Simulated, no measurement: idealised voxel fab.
Process module under the name voxel self aligned vias
Section shown: cut. Width: 225 nm. Cell size: 5 nm, square.
Each cross-section below is a grid of square cells, stated as bands in top-down order, with one or more rows of cells making up each band.
Each band's line starts with the height of the band's top and of its bottom, in nm. Then come its materials from left to right, each with its width in nm. One material with "all across" fills the band from edge to edge. "blank" is empty space.
Heights are reckoned from 0. Under this level, the received wafer is all of one material. The bottommost band is open-ended downward, for example "0 -> down".
A width such as "30 to 40" changes by the same amount from each row of cells to the next, from the band's top row to its bottom row.
You'll sometimes find "left unchanged" written for a step, and that's the way of saying that nowhere in the cross-section did a cell change during that step.
Listed in "Trapped cavities": every empty space of 8 or more cells without an open way to the top. Form: width x height at distance, the distance being from the left edge, all in nm.
Where a step's line continues beyond its settings, the continuation is a remark by the simulator itself on that step.
overlay nm: how far to the right of its planned place the mask lay on this masked step (negative: to the left).
**The steps planned for the process are as follows**
1. RECEIVE: material Si
2. CONFORMAL_DEP: material SiO2, thk nm 15
3. CONFORMAL_DEP: material SiCN, thk nm 5
4. DIRECTIONAL_DEP: material lowk, thk nm 25
5. DIRECTIONAL_DEP: material aC, thk nm 10
6. PATTERN: tone open, mask id LINES, material resist, width nm 15, pitch nm 65, thk nm 25, overlay nm 0
7. DIRECTIONAL_ETCH: etch materials aC, depth nm 10
8. STRIP: etch materials resist
9. DIRECTIONAL_ETCH: etch materials lowk, depth nm 25
10. STRIP: etch materials aC
11. CONFORMAL_DEP: material TiN, thk nm 5
12. FILL_DEP: material Ru, thk nm 10
13. CMP: height nm 45
14. SELECTIVE_ETCH: etch materials W Ru TiN, depth nm 5
15. FILL_DEP: material SiN, thk nm 10
16. CMP: height nm 45
17. DIRECTIONAL_DEP: material lowk, thk nm 15
18. DIRECTIONAL_DEP: material aC, thk nm 15
19. PATTERN: tone open, mask id VIAS, material resist, width nm 40, pitch nm 130, thk nm 30, overlay nm 0
20. DIRECTIONAL_ETCH: etch materials aC, depth nm 15
21. STRIP: etch materials resist
22. DIRECTIONAL_ETCH: etch materials lowk, depth nm 15
23. DIRECTIONAL_ETCH: etch materials SiN, depth nm 5
24. STRIP: etch materials aC
25. CONFORMAL_DEP: material TiN, thk nm 5
26. FILL_DEP: material Cu, thk nm 5
27. CMP: height nm 60
28. CONFORMAL_DEP: material SiN, thk nm 5
The plan's step 6 width nm is the first wafer's value; the wafers differ in this setting and start identical.
**Cross-sectional view of the first of several wafers in the as-received condition, corresponding to the state following step 1**
* 0 -> down | Si all across
* Trapped cavities: none
**Row per wafer, end-of-module: cell gain (+)/loss (-) by material since the wafer came in, then closed voids**
width nm 15, +26 Cu, +9 Ru, +45 SiCN, +48 SiN, +135 SiO2, +55 TiN, +267 lowk, Trapped cavities: none
width nm 20, +28 Cu, +18 Ru, +45 SiCN, +49 SiN, +135 SiO2, +58 TiN, +252 lowk, Trapped cavities: none
width nm 25, +30 Cu, +27 Ru, +45 SiCN, +50 SiN, +135 SiO2, +61 TiN, +237 lowk, Trapped cavities: none
width nm 30, +32 Cu, +36 Ru, +45 SiCN, +51 SiN, +135 SiO2, +64 TiN, +222 lowk, Trapped cavities: none
width nm 35, +34 Cu, +45 Ru, +45 SiCN, +52 SiN, +135 SiO2, +67 TiN, +207 lowk, Trapped cavities: none
